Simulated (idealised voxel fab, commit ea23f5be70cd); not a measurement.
process module | voxel air gaps
cross-section cut | 265 nm wide | cells 5 nm
A cross-section is a grid of square cells, given in bands from the top down. A band is one or more rows of cells.
Each band's line starts with the height of the band's top and of its bottom, in nm. Then come its materials from left to right, each with its width in nm. One material with "throughout" fills the band from edge to edge. "air" is empty space.
Height 0 is the level under which the wafer as received is all one material. The lowest band goes on downwards, as in "0 down".
A width such as "30 to 40" changes by the same amount from each row of cells to the next, from the band's top row to its bottom row.
"no change" after a step means that no cell of the cross-section changed.
closed voids: empty space of 8 cells or more with no open way to the top, each as width x height at its distance from the left edge, in nm
after a step's settings: what the simulator itself notes on the step
overlay nm, on a step with a mask: how far to the right of its planned place the mask lay; to the left if negative
plan
1 op RECEIVE | material Si
2 op CONFORMAL_DEP | material SiO2 | thk nm 15
3 op CONFORMAL_DEP | material SiCN | thk nm 5
4 op DIRECTIONAL_DEP | material lowk | thk nm 35
5 op MASKED_ETCH | tone open | mask id LINES | width nm 20 | pitch nm 50 | etch materials lowk | depth nm 35 | overlay nm 0
6 op CONFORMAL_DEP | material TiN | thk nm 5
7 op FILL_DEP | material Ru | thk nm 5
8 op CMP | height nm 55
9 op EPI | material Ru | thk nm 10
10 op SELECTIVE_ETCH | etch materials lowk | depth nm 45
11 op CONFORMAL_DEP | material SiCN | thk nm 5
as received, after step 1
  0 down: Si throughout
  closed voids: none
a wafer at the end: this start, this plan, one mistake
  60 to 55: SiCN throughout
  55 to 20: SiO2 throughout
  20 to 15: SiCN throughout
  15 to 0: SiO2 throughout
  0 down: Si throughout
  closed voids: none
what went wrong: step 4 ran as: op DIRECTIONAL_DEP | material SiO2 | thk nm 35
